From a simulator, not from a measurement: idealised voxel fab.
Process module name: voxel trench capacitor
The figure presents cross-section cut, which has a width of 300 nm and is divided into square cells with an edge length of 5 nm.
Cross-section = grid of square cells, listed top down in bands; band = one or more rows. Band entry format. Leading values: height of top, height of bottom, nm. Remainder: materials in left-to-right order, each with its width in nm. Special words: "all across" on a single material, which then fills the band edge to edge; "blank", empty space. A quick word on heights: they are counted from 0, and under that level the wafer as it came to us is one material throughout. The lowest band is different from the rest in having no bottom; it simply continues downward, written as in "0 and below". It should be noted that a width expressed as "30->40" varies in equal increments from row to row of cells within the band, taking the value of the first number at the top row and that of the second number at the bottom row. Reading "remained unchanged" for a step: not a cell of the cross-section changed in it. "Unvented internal voids" enumerates empty spaces isolated from the top, with no open way to it, that contain at least 8 cells, giving each as width x height at distance from the left edge, all three in nm. Whatever follows a step's settings on its line is a remark the simulator itself makes about that step. If you see "overlay nm" on a step's line and that step has a mask, it's telling you how far right of where it was planned the mask ended up; a negative number means it went left instead.
# So here's the lineup of process steps we planned
1. RECEIVE (material Si)
2. CONFORMAL_DEP (material SiN; thk nm 10)
3. MASKED_ETCH (tone open; mask id TRENCH; width nm 30; pitch nm 55; etch materials SiN; depth nm 10; overlay nm 0)
4. MASKED_ETCH (tone open; mask id TRENCH; width nm 30; pitch nm 55; etch materials Si; depth nm 30; overlay nm 0)
5. CONFORMAL_DEP (material HfO2; thk nm 5)
6. CONFORMAL_DEP (material TiN; thk nm 5)
7. FILL_DEP (material W; thk nm 10)
8. CMP (height nm 10)
# The first of the two wafers, which ran as planned
# as received, after step 1
* 0 and below: Si all across
* Unvented internal voids: none
# You're looking at a cross-section of the wafer after step 2
* 10 down to 0: SiN all across
* For the remainder of the cross-section, below 0, there is no change.
# You're looking at a cross-section of the wafer after step 3
* 10 down to 0: SiN=50  blank=30  SiN=25  blank=30  SiN=25  blank=30  SiN=25  blank=30  SiN=55
* For the remainder of the cross-section, below 0, there is no change.
# You're looking at a cross-section of the wafer after step 4
* 10 down to 0: SiN=50  blank=30  SiN=25  blank=30  SiN=25  blank=30  SiN=25  blank=30  SiN=55
* 0 down to -30: Si=50  blank=30  Si=25  blank=30  Si=25  blank=30  Si=25  blank=30  Si=55
* For the remainder of the cross-section, below -30, there is no change.
# You're looking at a cross-section of the wafer after step 5
* 15 down to 10: HfO2=55  blank=20  HfO2=35  blank=20  HfO2=35  blank=20  HfO2=35  blank=20  HfO2=60
* 10 down to 0: SiN=50  HfO2=5  blank=20  HfO2=5  SiN=25  HfO2=5  blank=20  HfO2=5  SiN=25  HfO2=5  blank=20  HfO2=5  SiN=25  HfO2=5  blank=20  HfO2=5  SiN=55
* 0 down to -25: Si=50  HfO2=5  blank=20  HfO2=5  Si=25  HfO2=5  blank=20  HfO2=5  Si=25  HfO2=5  blank=20  HfO2=5  Si=25  HfO2=5  blank=20  HfO2=5  Si=55
* -25 down to -30: Si=50  HfO2=30  Si=25  HfO2=30  Si=25  HfO2=30  Si=25  HfO2=30  Si=55
* For the remainder of the cross-section, below -30, there is no change.
# You're looking at a cross-section of the wafer after step 6
* 20 down to 15: TiN=60  blank=10  TiN=45  blank=10  TiN=45  blank=10  TiN=45  blank=10  TiN=65
* 15 down to 10: HfO2=55  TiN=5  blank=10  TiN=5  HfO2=35  TiN=5  blank=10  TiN=5  HfO2=35  TiN=5  blank=10  TiN=5  HfO2=35  TiN=5  blank=10  TiN=5  HfO2=60
* 10 down to 0: SiN=50  HfO2=5  TiN=5  blank=10  TiN=5  HfO2=5  SiN=25  HfO2=5  TiN=5  blank=10  TiN=5  HfO2=5  SiN=25  HfO2=5  TiN=5  blank=10  TiN=5  HfO2=5  SiN=25  HfO2=5  TiN=5  blank=10  TiN=5  HfO2=5  SiN=55
* 0 down to -20: Si=50  HfO2=5  TiN=5  blank=10  TiN=5  HfO2=5  Si=25  HfO2=5  TiN=5  blank=10  TiN=5  HfO2=5  Si=25  HfO2=5  TiN=5  blank=10  TiN=5  HfO2=5  Si=25  HfO2=5  TiN=5  blank=10  TiN=5  HfO2=5  Si=55
* -20 down to -25: Si=50  HfO2=5  TiN=20  HfO2=5  Si=25  HfO2=5  TiN=20  HfO2=5  Si=25  HfO2=5  TiN=20  HfO2=5  Si=25  HfO2=5  TiN=20  HfO2=5  Si=55
* For the remainder of the cross-section, below -25, there is no change.
# You're looking at a cross-section of the wafer after step 7
* 30 down to 20: W all across
* 20 down to 15: TiN=60  W=10  TiN=45  W=10  TiN=45  W=10  TiN=45  W=10  TiN=65
* 15 down to 10: HfO2=55  TiN=5  W=10  TiN=5  HfO2=35  TiN=5  W=10  TiN=5  HfO2=35  TiN=5  W=10  TiN=5  HfO2=35  TiN=5  W=10  TiN=5  HfO2=60
* 10 down to 0: SiN=50  HfO2=5  TiN=5  W=10  TiN=5  HfO2=5  SiN=25  HfO2=5  TiN=5  W=10  TiN=5  HfO2=5  SiN=25  HfO2=5  TiN=5  W=10  TiN=5  HfO2=5  SiN=25  HfO2=5  TiN=5  W=10  TiN=5  HfO2=5  SiN=55
* 0 down to -20: Si=50  HfO2=5  TiN=5  W=10  TiN=5  HfO2=5  Si=25  HfO2=5  TiN=5  W=10  TiN=5  HfO2=5  Si=25  HfO2=5  TiN=5  W=10  TiN=5  HfO2=5  Si=25  HfO2=5  TiN=5  W=10  TiN=5  HfO2=5  Si=55
* For the remainder of the cross-section, below -20, there is no change.
# You're looking at a cross-section of the wafer after step 8
* 10 down to 0: SiN=50  HfO2=5  TiN=5  W=10  TiN=5  HfO2=5  SiN=25  HfO2=5  TiN=5  W=10  TiN=5  HfO2=5  SiN=25  HfO2=5  TiN=5  W=10  TiN=5  HfO2=5  SiN=25  HfO2=5  TiN=5  W=10  TiN=5  HfO2=5  SiN=55
* For the remainder of the cross-section, below 0, there is no change.
# The second wafer was prepared from the same starting point and under the same plan as the first; its processing contained one mistake, and it remains indistinguishable from the first wafer up to and including step 2
# Planned end of step 3: second wafer, cross-section
* 10 down to 0: blank=50  SiN=30  blank=25  SiN=30  blank=25  SiN=30  blank=25  SiN=30  blank=55
* For the remainder of the cross-section, below 0, there is no change.
Planned end of step 4: second wafer, cross-section: remained unchanged
# Planned end of step 5: second wafer, cross-section
* 15 down to 10: blank=45  HfO2=40  blank=15  HfO2=40  blank=15  HfO2=40  blank=15  HfO2=40  blank=50
* 10 down to 5: blank=45  HfO2=5  SiN=30  HfO2=5  blank=15  HfO2=5  SiN=30  HfO2=5  blank=15  HfO2=5  SiN=30  HfO2=5  blank=15  HfO2=5  SiN=30  HfO2=5  blank=50
* 5 down to 0: HfO2=50  SiN=30  HfO2=25  SiN=30  HfO2=25  SiN=30  HfO2=25  SiN=30  HfO2=55
* For the remainder of the cross-section, below 0, there is no change.
# Planned end of step 6: second wafer, cross-section
* 20 down to 15: blank=40  TiN=50  blank=5  TiN=50  blank=5  TiN=50  blank=5  TiN=50  blank=45
* 15 down to 10: blank=40  TiN=5  HfO2=40  TiN=5  blank=5  TiN=5  HfO2=40  TiN=5  blank=5  TiN=5  HfO2=40  TiN=5  blank=5  TiN=5  HfO2=40  TiN=5  blank=45
* 10 down to 5: TiN=45  HfO2=5  SiN=30  HfO2=5  TiN=15  HfO2=5  SiN=30  HfO2=5  TiN=15  HfO2=5  SiN=30  HfO2=5  TiN=15  HfO2=5  SiN=30  HfO2=5  TiN=50
* For the remainder of the cross-section, below 5, there is no change.
# Planned end of step 7: second wafer, cross-section
* 30 down to 20: W all across
* 20 down to 15: W=40  TiN=50  W=5  TiN=50  W=5  TiN=50  W=5  TiN=50  W=45
* 15 down to 10: W=40  TiN=5  HfO2=40  TiN=5  W=5  TiN=5  HfO2=40  TiN=5  W=5  TiN=5  HfO2=40  TiN=5  W=5  TiN=5  HfO2=40  TiN=5  W=45
* For the remainder of the cross-section, below 10, there is no change.
# Planned end of step 8: second wafer, cross-section
* 10 down to 5: TiN=45  HfO2=5  SiN=30  HfO2=5  TiN=15  HfO2=5  SiN=30  HfO2=5  TiN=15  HfO2=5  SiN=30  HfO2=5  TiN=15  HfO2=5  SiN=30  HfO2=5  TiN=50
* For the remainder of the cross-section, below 5, there is no change.
Deviation from plan: contrary to plan, step 3 was performed as MASKED_ETCH (tone cover; mask id TRENCH; width nm 30; pitch nm 55; etch materials SiN; depth nm 10; overlay nm 0)
Per the end-of-run cell counts, the second wafer holds more or fewer of some materials than the first: HfO2: 36 fewer | Si: 144 more | SiN: 24 fewer | TiN: 36 fewer | W: 48 fewer
